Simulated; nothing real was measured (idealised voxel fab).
Process module heading - voxel gate over fins
Xsec cut, 250 nm wide, square cell size 5 nm.
Cross-section layout: square cells on a grid; listed as bands, top to bottom; a band spans one or more cell rows. Per band: top height and bottom height in nm, followed by the left-to-right materials and their widths in nm; "everywhere" marks a single material spanning edge to edge, "air" marks empty space. Counting heights begins at 0, where everything beneath is, in the wafer as received, one material. The lowest band has no bottom; it goes on downwards, as "0 down" shows. Per-row width for "30->40": begins at first number (top row of band), ends at second number (bottom row), increment between rows held constant. Take "nothing changed" at face value: in the step it is given for, the cross-section changed in none of its cells. Basically, "Enclosed void inventory" tells you about the enclosed voids: empty spaces with no open way to the top, 8 cells or bigger, each written width x height at distance, where distance is from the left edge, all in nm. Read whatever lies past the settings on a step's line as the simulator's own remark about the step. "overlay nm" denotes, for a step that has a mask, the displacement of the mask to the right of its planned place, with negative values corresponding to the left.

**So here's the lineup of process steps we planned**
| 1 | op RECEIVE | material Si |
| 2 | op CONFORMAL_DEP | material SiN | thk nm 5 |
| 3 | op MASKED_ETCH | tone cover | mask id FINS | width nm 15 | pitch nm 55 | etch materials SiN | depth nm 5 | overlay nm 0 |
| 4 | op MASKED_ETCH | tone cover | mask id FINS | width nm 15 | pitch nm 55 | etch materials Si | depth nm 40 | overlay nm 0 |
| 5 | op OXIDIZE | depth nm 5 |
| 6 | op FILL_DEP | material SiO2 | thk nm 15 |
| 7 | op CMP | height nm 5 |
| 8 | op MASKED_ETCH | tone open | mask id RAIL | width nm 15 | etch materials SiO2 | depth nm 40 | overlay nm 0 |
| 9 | op CONFORMAL_DEP | material TiN | thk nm 5 |
| 10 | op FILL_DEP | material W | thk nm 10 |
| 11 | op CMP | height nm 5 |
| 12 | op SELECTIVE_ETCH | etch materials W Ru TiN | depth nm 30 |
| 13 | op FILL_DEP | material SiO2 | thk nm 5 |
| 14 | op CMP | height nm 5 |
| 15 | op SELECTIVE_ETCH | etch materials SiO2 | depth nm 20 |
| 16 | op STRIP | etch materials SiN |
| 17 | op CONFORMAL_DEP | material HfO2 | thk nm 5 |
| 18 | op CONFORMAL_DEP | material TiN | thk nm 5 |
| 19 | op FILL_DEP | material W | thk nm 10 |
| 20 | op CMP | height nm 15 |
| 21 | op CONFORMAL_DEP | material SiN | thk nm 5 |

**Below: the first of two wafers, run as planned**

**Here's what the wafer looked like in cross-section when it arrived - that's after step 1**
- 0 down  Si everywhere
- Enclosed void inventory: none

**How the wafer stands in section after step 2**
- 5 to 0  SiN everywhere
- Whatever lies below 0 is exactly as it was before.

**How the wafer stands in section after step 3**
- 5 to 0  35 nm air, then 15 nm SiN, then 40 nm air, then 15 nm SiN, then 40 nm air, then 15 nm SiN, then 40 nm air, then 15 nm SiN, then 35 nm air
- Whatever lies below 0 is exactly as it was before.

**How the wafer stands in section after step 4**
- 5 to 0  35 nm air, then 15 nm SiN, then 40 nm air, then 15 nm SiN, then 40 nm air, then 15 nm SiN, then 40 nm air, then 15 nm SiN, then 35 nm air
- 0 to -40  35 nm air, then 15 nm Si, then 40 nm air, then 15 nm Si, then 40 nm air, then 15 nm Si, then 40 nm air, then 15 nm Si, then 35 nm air
- Whatever lies below -40 is exactly as it was before.

**How the wafer stands in section after step 5**
- 5 to 0  35 nm air, then 15 nm SiN, then 40 nm air, then 15 nm SiN, then 40 nm air, then 15 nm SiN, then 40 nm air, then 15 nm SiN, then 35 nm air
- 0 to -40  35 nm air, then 5 nm SiO2, then 5 nm Si, then 5 nm SiO2, then 40 nm air, then 5 nm SiO2, then 5 nm Si, then 5 nm SiO2, then 40 nm air, then 5 nm SiO2, then 5 nm Si, then 5 nm SiO2, then 40 nm air, then 5 nm SiO2, then 5 nm Si, then 5 nm SiO2, then 35 nm air
- -40 to -45  40 nm SiO2, then 5 nm Si, then 50 nm SiO2, then 5 nm Si, then 50 nm SiO2, then 5 nm Si, then 50 nm SiO2, then 5 nm Si, then 40 nm SiO2
- Whatever lies below -45 is exactly as it was before.

**How the wafer stands in section after step 6**
- 20 to 5  SiO2 everywhere
- 5 to 0  35 nm SiO2, then 15 nm SiN, then 40 nm SiO2, then 15 nm SiN, then 40 nm SiO2, then 15 nm SiN, then 40 nm SiO2, then 15 nm SiN, then 35 nm SiO2
- 0 to -45  40 nm SiO2, then 5 nm Si, then 50 nm SiO2, then 5 nm Si, then 50 nm SiO2, then 5 nm Si, then 50 nm SiO2, then 5 nm Si, then 40 nm SiO2
- Whatever lies below -45 is exactly as it was before.

**How the wafer stands in section after step 7**
- 5 to 0  35 nm SiO2, then 15 nm SiN, then 40 nm SiO2, then 15 nm SiN, then 40 nm SiO2, then 15 nm SiN, then 40 nm SiO2, then 15 nm SiN, then 35 nm SiO2
- Whatever lies below 0 is exactly as it was before.

**How the wafer stands in section after step 8**
- 5 to 0  35 nm SiO2, then 15 nm SiN, then 10 nm SiO2, then 15 nm air, then 15 nm SiO2, then 15 nm SiN, then 40 nm SiO2, then 15 nm SiN, then 40 nm SiO2, then 15 nm SiN, then 35 nm SiO2
- 0 to -35  40 nm SiO2, then 5 nm Si, then 15 nm SiO2, then 15 nm air, then 20 nm SiO2, then 5 nm Si, then 50 nm SiO2, then 5 nm Si, then 50 nm SiO2, then 5 nm Si, then 40 nm SiO2
- Whatever lies below -35 is exactly as it was before.

**How the wafer stands in section after step 9**
- 10 to 5  65 nm TiN, then 5 nm air, then 180 nm TiN
- 5 to 0  35 nm SiO2, then 15 nm SiN, then 10 nm SiO2, then 5 nm TiN, then 5 nm air, then 5 nm TiN, then 15 nm SiO2, then 15 nm SiN, then 40 nm SiO2, then 15 nm SiN, then 40 nm SiO2, then 15 nm SiN, then 35 nm SiO2
- 0 to -30  40 nm SiO2, then 5 nm Si, then 15 nm SiO2, then 5 nm TiN, then 5 nm air, then 5 nm TiN, then 20 nm SiO2, then 5 nm Si, then 50 nm SiO2, then 5 nm Si, then 50 nm SiO2, then 5 nm Si, then 40 nm SiO2
- -30 to -35  40 nm SiO2, then 5 nm Si, then 15 nm SiO2, then 15 nm TiN, then 20 nm SiO2, then 5 nm Si, then 50 nm SiO2, then 5 nm Si, then 50 nm SiO2, then 5 nm Si, then 40 nm SiO2
- Whatever lies below -35 is exactly as it was before.

**How the wafer stands in section after step 10**
- 20 to 10  W everywhere
- 10 to 5  65 nm TiN, then 5 nm W, then 180 nm TiN
- 5 to 0  35 nm SiO2, then 15 nm SiN, then 10 nm SiO2, then 5 nm TiN, then 5 nm W, then 5 nm TiN, then 15 nm SiO2, then 15 nm SiN, then 40 nm SiO2, then 15 nm SiN, then 40 nm SiO2, then 15 nm SiN, then 35 nm SiO2
- 0 to -30  40 nm SiO2, then 5 nm Si, then 15 nm SiO2, then 5 nm TiN, then 5 nm W, then 5 nm TiN, then 20 nm SiO2, then 5 nm Si, then 50 nm SiO2, then 5 nm Si, then 50 nm SiO2, then 5 nm Si, then 40 nm SiO2
- Whatever lies below -30 is exactly as it was before.

**How the wafer stands in section after step 11**
- 5 to 0  35 nm SiO2, then 15 nm SiN, then 10 nm SiO2, then 5 nm TiN, then 5 nm W, then 5 nm TiN, then 15 nm SiO2, then 15 nm SiN, then 40 nm SiO2, then 15 nm SiN, then 40 nm SiO2, then 15 nm SiN, then 35 nm SiO2
- Whatever lies below 0 is exactly as it was before.

**How the wafer stands in section after step 12**
- 5 to 0  35 nm SiO2, then 15 nm SiN, then 10 nm SiO2, then 15 nm air, then 15 nm SiO2, then 15 nm SiN, then 40 nm SiO2, then 15 nm SiN, then 40 nm SiO2, then 15 nm SiN, then 35 nm SiO2
- 0 to -25  40 nm SiO2, then 5 nm Si, then 15 nm SiO2, then 15 nm air, then 20 nm SiO2, then 5 nm Si, then 50 nm SiO2, then 5 nm Si, then 50 nm SiO2, then 5 nm Si, then 40 nm SiO2
- Whatever lies below -25 is exactly as it was before.

**How the wafer stands in section after step 13**
- 10 to 5  SiO2 everywhere
- 5 to 0  35 nm SiO2, then 15 nm SiN, then 40 nm SiO2, then 15 nm SiN, then 40 nm SiO2, then 15 nm SiN, then 40 nm SiO2, then 15 nm SiN, then 35 nm SiO2
- 0 to -25  40 nm SiO2, then 5 nm Si, then 50 nm SiO2, then 5 nm Si, then 50 nm SiO2, then 5 nm Si, then 50 nm SiO2, then 5 nm Si, then 40 nm SiO2
- Whatever lies below -25 is exactly as it was before.

**How the wafer stands in section after step 14**
- 5 to 0  35 nm SiO2, then 15 nm SiN, then 40 nm SiO2, then 15 nm SiN, then 40 nm SiO2, then 15 nm SiN, then 40 nm SiO2, then 15 nm SiN, then 35 nm SiO2
- Whatever lies below 0 is exactly as it was before.

**How the wafer stands in section after step 15**
- 5 to 0  35 nm air, then 15 nm SiN, then 40 nm air, then 15 nm SiN, then 40 nm air, then 15 nm SiN, then 40 nm air, then 15 nm SiN, then 35 nm air
- 0 to -15  40 nm air, then 5 nm Si, then 50 nm air, then 5 nm Si, then 50 nm air, then 5 nm Si, then 50 nm air, then 5 nm Si, then 40 nm air
- Whatever lies below -15 is exactly as it was before.

**How the wafer stands in section after step 16**
- 0 to -15  40 nm air, then 5 nm Si, then 50 nm air, then 5 nm Si, then 50 nm air, then 5 nm Si, then 50 nm air, then 5 nm Si, then 40 nm air
- Whatever lies below -15 is exactly as it was before.

**How the wafer stands in section after step 17**
- 5 to 0  35 nm air, then 15 nm HfO2, then 40 nm air, then 15 nm HfO2, then 40 nm air, then 15 nm HfO2, then 40 nm air, then 15 nm HfO2, then 35 nm air
- 0 to -10  35 nm air, then 5 nm HfO2, then 5 nm Si, then 5 nm HfO2, then 40 nm air, then 5 nm HfO2, then 5 nm Si, then 5 nm HfO2, then 40 nm air, then 5 nm HfO2, then 5 nm Si, then 5 nm HfO2, then 40 nm air, then 5 nm HfO2, then 5 nm Si, then 5 nm HfO2, then 35 nm air
- -10 to -15  40 nm HfO2, then 5 nm Si, then 50 nm HfO2, then 5 nm Si, then 50 nm HfO2, then 5 nm Si, then 50 nm HfO2, then 5 nm Si, then 40 nm HfO2
- Whatever lies below -15 is exactly as it was before.

**How the wafer stands in section after step 18**
- 10 to 5  30 nm air, then 25 nm TiN, then 30 nm air, then 25 nm TiN, then 30 nm air, then 25 nm TiN, then 30 nm air, then 25 nm TiN, then 30 nm air
- 5 to 0  30 nm air, then 5 nm TiN, then 15 nm HfO2, then 5 nm TiN, then 30 nm air, then 5 nm TiN, then 15 nm HfO2, then 5 nm TiN, then 30 nm air, then 5 nm TiN, then 15 nm HfO2, then 5 nm TiN, then 30 nm air, then 5 nm TiN, then 15 nm HfO2, then 5 nm TiN, then 30 nm air
- 0 to -5  30 nm air, then 5 nm TiN, then 5 nm HfO2, then 5 nm Si, then 5 nm HfO2, then 5 nm TiN, then 30 nm air, then 5 nm TiN, then 5 nm HfO2, then 5 nm Si, then 5 nm HfO2, then 5 nm TiN, then 30 nm air, then 5 nm TiN, then 5 nm HfO2, then 5 nm Si, then 5 nm HfO2, then 5 nm TiN, then 30 nm air, then 5 nm TiN, then 5 nm HfO2, then 5 nm Si, then 5 nm HfO2, then 5 nm TiN, then 30 nm air
- -5 to -10  35 nm TiN, then 5 nm HfO2, then 5 nm Si, then 5 nm HfO2, then 40 nm TiN, then 5 nm HfO2, then 5 nm Si, then 5 nm HfO2, then 40 nm TiN, then 5 nm HfO2, then 5 nm Si, then 5 nm HfO2, then 40 nm TiN, then 5 nm HfO2, then 5 nm Si, then 5 nm HfO2, then 35 nm TiN
- Whatever lies below -10 is exactly as it was before.

**How the wafer stands in section after step 19**
- 20 to 10  W everywhere
- 10 to 5  30 nm W, then 25 nm TiN, then 30 nm W, then 25 nm TiN, then 30 nm W, then 25 nm TiN, then 30 nm W, then 25 nm TiN, then 30 nm W
- 5 to 0  30 nm W, then 5 nm TiN, then 15 nm HfO2, then 5 nm TiN, then 30 nm W, then 5 nm TiN, then 15 nm HfO2, then 5 nm TiN, then 30 nm W, then 5 nm TiN, then 15 nm HfO2, then 5 nm TiN, then 30 nm W, then 5 nm TiN, then 15 nm HfO2, then 5 nm TiN, then 30 nm W
- 0 to -5  30 nm W, then 5 nm TiN, then 5 nm HfO2, then 5 nm Si, then 5 nm HfO2, then 5 nm TiN, then 30 nm W, then 5 nm TiN, then 5 nm HfO2, then 5 nm Si, then 5 nm HfO2, then 5 nm TiN, then 30 nm W, then 5 nm TiN, then 5 nm HfO2, then 5 nm Si, then 5 nm HfO2, then 5 nm TiN, then 30 nm W, then 5 nm TiN, then 5 nm HfO2, then 5 nm Si, then 5 nm HfO2, then 5 nm TiN, then 30 nm W
- Whatever lies below -5 is exactly as it was before.

**How the wafer stands in section after step 20**
- 15 to 10  W everywhere
- Whatever lies below 10 is exactly as it was before.

**How the wafer stands in section after step 21**
- 20 to 15  SiN everywhere
- Whatever lies below 15 is exactly as it was before.

**Second of two: same start, same plan, one run error; steps up to and including 14 match the first**

**Look at the second wafer in cross-section at the time step 15 ought to have finished**
- 5 to 0  35 nm air, then 15 nm SiN, then 40 nm air, then 15 nm SiN, then 40 nm air, then 15 nm SiN, then 40 nm air, then 15 nm SiN, then 35 nm air
- 0 to -25  40 nm air, then 5 nm Si, then 50 nm air, then 5 nm Si, then 50 nm air, then 5 nm Si, then 50 nm air, then 5 nm Si, then 40 nm air
- -25 to -30  40 nm air, then 5 nm Si, then 15 nm air, then 5 nm TiN, then 5 nm W, then 5 nm TiN, then 20 nm air, then 5 nm Si, then 50 nm air, then 5 nm Si, then 50 nm air, then 5 nm Si, then 40 nm air
- -30 to -35  40 nm air, then 5 nm Si, then 15 nm air, then 15 nm TiN, then 20 nm air, then 5 nm Si, then 50 nm air, then 5 nm Si, then 50 nm air, then 5 nm Si, then 40 nm air
- Whatever lies below -35 is exactly as it was before.

**Look at the second wafer in cross-section at the time step 16 ought to have finished**
- 0 to -25  40 nm air, then 5 nm Si, then 50 nm air, then 5 nm Si, then 50 nm air, then 5 nm Si, then 50 nm air, then 5 nm Si, then 40 nm air
- Whatever lies below -25 is exactly as it was before.

**Look at the second wafer in cross-section at the time step 17 ought to have finished**
- 5 to 0  35 nm air, then 15 nm HfO2, then 40 nm air, then 15 nm HfO2, then 40 nm air, then 15 nm HfO2, then 40 nm air, then 15 nm HfO2, then 35 nm air
- 0 to -20  35 nm air, then 5 nm HfO2, then 5 nm Si, then 5 nm HfO2, then 40 nm air, then 5 nm HfO2, then 5 nm Si, then 5 nm HfO2, then 40 nm air, then 5 nm HfO2, then 5 nm Si, then 5 nm HfO2, then 40 nm air, then 5 nm HfO2, then 5 nm Si, then 5 nm HfO2, then 35 nm air
- -20 to -25  35 nm air, then 5 nm HfO2, then 5 nm Si, then 5 nm HfO2, then 5 nm air, then 25 nm HfO2, then 10 nm air, then 5 nm HfO2, then 5 nm Si, then 5 nm HfO2, then 40 nm air, then 5 nm HfO2, then 5 nm Si, then 5 nm HfO2, then 40 nm air, then 5 nm HfO2, then 5 nm Si, then 5 nm HfO2, then 35 nm air
- -25 to -30  35 nm air, then 5 nm HfO2, then 5 nm Si, then 5 nm HfO2, then 5 nm air, then 5 nm HfO2, then 5 nm TiN, then 5 nm W, then 5 nm TiN, then 5 nm HfO2, then 10 nm air, then 5 nm HfO2, then 5 nm Si, then 5 nm HfO2, then 40 nm air, then 5 nm HfO2, then 5 nm Si, then 5 nm HfO2, then 40 nm air, then 5 nm HfO2, then 5 nm Si, then 5 nm HfO2, then 35 nm air
- -30 to -35  40 nm HfO2, then 5 nm Si, then 15 nm HfO2, then 15 nm TiN, then 20 nm HfO2, then 5 nm Si, then 50 nm HfO2, then 5 nm Si, then 50 nm HfO2, then 5 nm Si, then 40 nm HfO2
- Whatever lies below -35 is exactly as it was before.

**Look at the second wafer in cross-section at the time step 18 ought to have finished**
- 10 to 5  30 nm air, then 25 nm TiN, then 30 nm air, then 25 nm TiN, then 30 nm air, then 25 nm TiN, then 30 nm air, then 25 nm TiN, then 30 nm air
- 5 to 0  30 nm air, then 5 nm TiN, then 15 nm HfO2, then 5 nm TiN, then 30 nm air, then 5 nm TiN, then 15 nm HfO2, then 5 nm TiN, then 30 nm air, then 5 nm TiN, then 15 nm HfO2, then 5 nm TiN, then 30 nm air, then 5 nm TiN, then 15 nm HfO2, then 5 nm TiN, then 30 nm air
- 0 to -15  30 nm air, then 5 nm TiN, then 5 nm HfO2, then 5 nm Si, then 5 nm HfO2, then 5 nm TiN, then 30 nm air, then 5 nm TiN, then 5 nm HfO2, then 5 nm Si, then 5 nm HfO2, then 5 nm TiN, then 30 nm air, then 5 nm TiN, then 5 nm HfO2, then 5 nm Si, then 5 nm HfO2, then 5 nm TiN, then 30 nm air, then 5 nm TiN, then 5 nm HfO2, then 5 nm Si, then 5 nm HfO2, then 5 nm TiN, then 30 nm air
- -15 to -20  30 nm air, then 5 nm TiN, then 5 nm HfO2, then 5 nm Si, then 5 nm HfO2, then 40 nm TiN, then 5 nm HfO2, then 5 nm Si, then 5 nm HfO2, then 5 nm TiN, then 30 nm air, then 5 nm TiN, then 5 nm HfO2, then 5 nm Si, then 5 nm HfO2, then 5 nm TiN, then 30 nm air, then 5 nm TiN, then 5 nm HfO2, then 5 nm Si, then 5 nm HfO2, then 5 nm TiN, then 30 nm air
- -20 to -25  30 nm air, then 5 nm TiN, then 5 nm HfO2, then 5 nm Si, then 5 nm HfO2, then 5 nm TiN, then 25 nm HfO2, then 10 nm TiN, then 5 nm HfO2, then 5 nm Si, then 5 nm HfO2, then 5 nm TiN, then 30 nm air, then 5 nm TiN, then 5 nm HfO2, then 5 nm Si, then 5 nm HfO2, then 5 nm TiN, then 30 nm air, then 5 nm TiN, then 5 nm HfO2, then 5 nm Si, then 5 nm HfO2, then 5 nm TiN, then 30 nm air
- -25 to -30  35 nm TiN, then 5 nm HfO2, then 5 nm Si, then 5 nm HfO2, then 5 nm TiN, then 5 nm HfO2, then 5 nm TiN, then 5 nm W, then 5 nm TiN, then 5 nm HfO2, then 10 nm TiN, then 5 nm HfO2, then 5 nm Si, then 5 nm HfO2, then 40 nm TiN, then 5 nm HfO2, then 5 nm Si, then 5 nm HfO2, then 40 nm TiN, then 5 nm HfO2, then 5 nm Si, then 5 nm HfO2, then 35 nm TiN
- Whatever lies below -30 is exactly as it was before.

**Look at the second wafer in cross-section at the time step 19 ought to have finished**
- 20 to 10  W everywhere
- 10 to 5  30 nm W, then 25 nm TiN, then 30 nm W, then 25 nm TiN, then 30 nm W, then 25 nm TiN, then 30 nm W, then 25 nm TiN, then 30 nm W
- 5 to 0  30 nm W, then 5 nm TiN, then 15 nm HfO2, then 5 nm TiN, then 30 nm W, then 5 nm TiN, then 15 nm HfO2, then 5 nm TiN, then 30 nm W, then 5 nm TiN, then 15 nm HfO2, then 5 nm TiN, then 30 nm W, then 5 nm TiN, then 15 nm HfO2, then 5 nm TiN, then 30 nm W
- 0 to -15  30 nm W, then 5 nm TiN, then 5 nm HfO2, then 5 nm Si, then 5 nm HfO2, then 5 nm TiN, then 30 nm W, then 5 nm TiN, then 5 nm HfO2, then 5 nm Si, then 5 nm HfO2, then 5 nm TiN, then 30 nm W, then 5 nm TiN, then 5 nm HfO2, then 5 nm Si, then 5 nm HfO2, then 5 nm TiN, then 30 nm W, then 5 nm TiN, then 5 nm HfO2, then 5 nm Si, then 5 nm HfO2, then 5 nm TiN, then 30 nm W
- -15 to -20  30 nm W, then 5 nm TiN, then 5 nm HfO2, then 5 nm Si, then 5 nm HfO2, then 40 nm TiN, then 5 nm HfO2, then 5 nm Si, then 5 nm HfO2, then 5 nm TiN, then 30 nm W, then 5 nm TiN, then 5 nm HfO2, then 5 nm Si, then 5 nm HfO2, then 5 nm TiN, then 30 nm W, then 5 nm TiN, then 5 nm HfO2, then 5 nm Si, then 5 nm HfO2, then 5 nm TiN, then 30 nm W
- -20 to -25  30 nm W, then 5 nm TiN, then 5 nm HfO2, then 5 nm Si, then 5 nm HfO2, then 5 nm TiN, then 25 nm HfO2, then 10 nm TiN, then 5 nm HfO2, then 5 nm Si, then 5 nm HfO2, then 5 nm TiN, then 30 nm W, then 5 nm TiN, then 5 nm HfO2, then 5 nm Si, then 5 nm HfO2, then 5 nm TiN, then 30 nm W, then 5 nm TiN, then 5 nm HfO2, then 5 nm Si, then 5 nm HfO2, then 5 nm TiN, then 30 nm W
- Whatever lies below -25 is exactly as it was before.

**Look at the second wafer in cross-section at the time step 20 ought to have finished**
- 15 to 10  W everywhere
- Whatever lies below 10 is exactly as it was before.

**Look at the second wafer in cross-section at the time step 21 ought to have finished**
- 20 to 15  SiN everywhere
- Whatever lies below 15 is exactly as it was before.
Run error: plan step 15 was twice executed
Final wafer comparison in cells, second versus first, more or fewer per material: HfO2 +36 | SiO2 -178 | TiN +34 | W +108
